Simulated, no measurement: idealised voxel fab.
Process module heading - voxel local oxidation
cross-section cut | 280 nm wide | cells 5 nm
We lay out every cross-section as a grid of square cells and spell it out in bands from the top down, where one band means one or more rows of cells. Heights first: top, then bottom, in nm. Then materials, left to right, each with a width in nm. "all across" on a single material: fills the band edge to edge. "air": empty space. Heads up on the height convention: 0 is the point under which the incoming wafer is all one material, and the lowest band has no bottom, it just keeps going down, like "z 0 and below". The width entry "30 to 40" should be interpreted row by row: the top row of cells in the band takes the first number, the bottom row takes the second number, and the change between adjacent rows is uniform throughout. Step marked "remains unaltered"? Then no cell in the cross-section changed in it. "Sealed internal cavities" enumerates empty spaces isolated from the top, with no open way to it, that contain at least 8 cells, giving each as width x height at distance from the left edge, all three in nm. Heads up: the bit after the settings on a step's line is the simulator's remark on that step. Each step line may optionally specify "overlay nm", which for a step with a mask gives the rightward distance between the mask's planned place and where it lay, a negative value indicating the leftward direction.
[Process steps - plan]
| 1 | RECEIVE, material Si |
| 2 | CONFORMAL_DEP, material SiO2, thk nm 5 |
| 3 | CONFORMAL_DEP, material SiN, thk nm 15 |
| 4 | PATTERN, tone cover, mask id ACTIVE, material resist, width nm 95, thk nm 15, overlay nm 0 |
| 5 | DIRECTIONAL_ETCH, etch materials SiN, depth nm 15 |
| 6 | STRIP, etch materials resist |
| 7 | SELECTIVE_ETCH, etch materials SiO2, depth nm 5 |
| 8 | OXIDIZE, depth nm 15 |
| 9 | STRIP, etch materials SiN |
[Step 1 complete: cross-section of the wafer as received]
> z 0 and below = Si all across
> Sealed internal cavities: none
[Starting structure and process plan are as shown above, but one mistake was made in running the module; the wafer cross-section at the end of the module follows]
> z 20 to 5 = air 90 / SiN 95 / air 95
> z 5 to 0 = air 95 / SiO2 85 / air 100
> z 0 to -15 = SiO2 110 / Si 55 / SiO2 115
> z -15 and below = Si all across
> Sealed internal cavities: none
What was the processing mistake? the run left out plan step 9 entirely, so it was never executed
